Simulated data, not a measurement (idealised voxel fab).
Process module under the name voxel transistor to metal
Section shown: cut. Width: 150 nm. Cell size: 5 nm, square.
A cross-section in this document is a grid of square cells, and it is written down as bands, the top band listed before the ones below it; a band is made up of one or more rows of cells.
For a band, the entry starts with two heights in nm, that of the top and then that of the bottom, and carries on with the band's materials in order from left to right, each alongside its width in nm; the word "all across" beside a single material means it fills the band edge to edge, and "empty" means empty space.
Beneath 0, the wafer as received is one material, and that level is where height counting begins. The lowest band goes on downward without a bottom; it is written like "from 0 down".
Width spec "30 to 40" -> top row of cells at first value, bottom row at second value, equal per-row change in between.
Reading "no modification" for a step: not a cell of the cross-section changed in it.
Entry "Encapsulated voids". Content: empty spaces with no open connection to the top, size 8 cells or greater. Each: width x height at distance. Distance: from left edge. Unit: nm.
Read whatever lies past the settings on a step's line as the simulator's own remark about the step.
overlay nm: step with mask; distance mask lay right of planned place; negative value = left of planned place.
Below is the list of planned process steps
1. RECEIVE | material Si
2. CONFORMAL_DEP | material SiO2 | thk nm 5
3. CONFORMAL_DEP | material SiN | thk nm 10
4. PATTERN | tone cover | mask id ACTIVE | material resist | width nm 115 | thk nm 15 | overlay nm 0
5. DIRECTIONAL_ETCH | etch materials SiN | depth nm 10
6. DIRECTIONAL_ETCH | etch materials SiO2 | depth nm 5
7. DIRECTIONAL_ETCH | etch materials Si | depth nm 20
8. STRIP | etch materials resist
9. FILL_DEP | material SiO2 | thk nm 15
10. CMP | height nm 15
11. SELECTIVE_ETCH | etch materials SiO2 | depth nm 10
12. STRIP | etch materials SiN
13. SELECTIVE_ETCH | etch materials SiO2 | depth nm 5
14. OXIDIZE | depth nm 5
15. DIRECTIONAL_DEP | material polySi | thk nm 20
16. DIRECTIONAL_DEP | material SiCN | thk nm 10
17. DIRECTIONAL_DEP | material aC | thk nm 10
18. PATTERN | tone cover | mask id GATE | material resist | width nm 35 | thk nm 30 | overlay nm 0
19. DIRECTIONAL_ETCH | etch materials aC | depth nm 10
20. STRIP | etch materials resist
21. DIRECTIONAL_ETCH | etch materials SiCN | depth nm 20
22. DIRECTIONAL_ETCH | etch materials polySi | depth nm 30
23. STRIP | etch materials aC
24. CONFORMAL_DEP | material SiN | thk nm 5
25. DIRECTIONAL_ETCH | etch materials SiN | depth nm 5
26. DIRECTIONAL_ETCH | etch materials SiO2 | depth nm 5
27. DIRECTIONAL_ETCH | etch materials Si | depth nm 5
28. EPI | material SiGe | thk nm 10
29. FILL_DEP | material SiO2 | thk nm 10
30. CMP | height nm 20
31. STRIP | etch materials polySi
32. SELECTIVE_ETCH | etch materials SiO2 | depth nm 5
33. CONFORMAL_DEP | material HfO2 | thk nm 5
34. CONFORMAL_DEP | material TiN | thk nm 5
35. FILL_DEP | material W | thk nm 5
36. CMP | height nm 15
37. DIRECTIONAL_DEP | material SiO2 | thk nm 10
38. PATTERN | tone open | mask id CONTACT | material resist | width nm 15 | pitch nm 90 | thk nm 20 | overlay nm 0
39. DIRECTIONAL_ETCH | etch materials SiO2 | depth nm 25
40. STRIP | etch materials resist
41. CONFORMAL_DEP | material TiN | thk nm 5
42. FILL_DEP | material W | thk nm 5
43. CMP | height nm 25
44. CONFORMAL_DEP | material SiCN | thk nm 5
45. DIRECTIONAL_DEP | material lowk | thk nm 20
46. PATTERN | tone open | mask id METAL_1 | material resist | width nm 15 | pitch nm 90 | thk nm 15 | overlay nm 0
47. DIRECTIONAL_ETCH | etch materials lowk | depth nm 20
48. DIRECTIONAL_ETCH | etch materials SiCN | depth nm 5
49. STRIP | etch materials resist
50. CONFORMAL_DEP | material TiN | thk nm 5
51. FILL_DEP | material Ru | thk nm 5
52. CMP | height nm 50
53. EPI | material Ru | thk nm 5
54. FILL_DEP | material SiCN | thk nm 5
Wafer at receipt (post step 1), cross-section
> from 0 down | Si all across
> Encapsulated voids: none
First wafer of two, sectioned at end of module; run went per plan
> from 60 to 55 | SiCN all across
> from 55 to 50 | SiCN=15; Ru=25; SiCN=65; Ru=25; SiCN=20
> from 50 to 30 | lowk=20; TiN=5; Ru=5; TiN=5; lowk=75; TiN=5; Ru=5; TiN=5; lowk=25
> from 30 to 25 | SiCN=20; TiN=15; SiCN=75; TiN=15; SiCN=25
> from 25 to 15 | SiO2=20; TiN=5; W=5; TiN=5; SiO2=75; TiN=5; W=5; TiN=5; SiO2=25
> from 15 to 5 | SiO2=20; TiN=5; W=5; TiN=5; SiO2=15; SiN=5; HfO2=5; TiN=5; W=15; TiN=5; HfO2=5; SiN=5; SiO2=15; TiN=5; W=5; TiN=5; SiO2=25
> from 5 to 0 | SiO2=20; TiN=15; SiO2=5; SiGe=10; SiN=5; HfO2=5; TiN=25; HfO2=5; SiN=5; SiGe=10; SiO2=5; TiN=15; SiO2=25
> from 0 to -5 | SiO2=10; SiGe=40; HfO2=45; SiGe=40; SiO2=15
> from -5 to -10 | SiO2=15; SiGe=35; Si=45; SiGe=35; SiO2=20
> from -10 to -20 | SiO2=15; Si=115; SiO2=20
> from -20 down | Si all across
> Encapsulated voids: none
Cross-sectional image of the second wafer of the two following completion of the module. Starting state and process plan were the same as for the first wafer; one execution error occurred
> from 60 to 55 | SiCN all across
> from 55 to 50 | SiCN=15; Ru=25; SiCN=65; Ru=25; SiCN=20
> from 50 to 30 | lowk=20; TiN=5; Ru=5; TiN=5; lowk=75; TiN=5; Ru=5; TiN=5; lowk=25
> from 30 to 25 | SiCN=20; TiN=15; SiCN=75; TiN=15; SiCN=25
> from 25 to 15 | SiO2=20; TiN=5; W=5; TiN=5; SiO2=75; TiN=5; W=5; TiN=5; SiO2=25
> from 15 to 5 | SiO2=20; TiN=5; W=5; TiN=5; SiO2=15; SiN=5; HfO2=5; TiN=5; W=15; TiN=5; HfO2=5; SiN=5; SiO2=15; TiN=5; W=5; TiN=5; SiO2=25
> from 5 to 0 | SiO2=20; TiN=15; SiO2=5; SiGe=10; SiN=5; HfO2=5; TiN=25; HfO2=5; SiN=5; SiGe=10; SiO2=5; TiN=15; SiO2=25
> from 0 to -5 | SiO2=10; SiGe=40; HfO2=45; SiGe=45; SiO2=10
> from -5 to -10 | SiO2=15; SiGe=35; Si=45; SiGe=40; SiO2=15
> from -10 to -20 | SiO2=15; Si=120; SiO2=15
> from -20 down | Si all across
> Encapsulated voids: none
Where did the run depart from the plan? step 4 off recipe, ran as PATTERN | tone cover | mask id ACTIVE | material resist | width nm 120 | thk nm 15 | overlay nm 0
End check, counted in cells, second wafer has more or fewer of these materials than the first: Si: 2 more; SiGe: 2 more; SiO2: 4 fewer
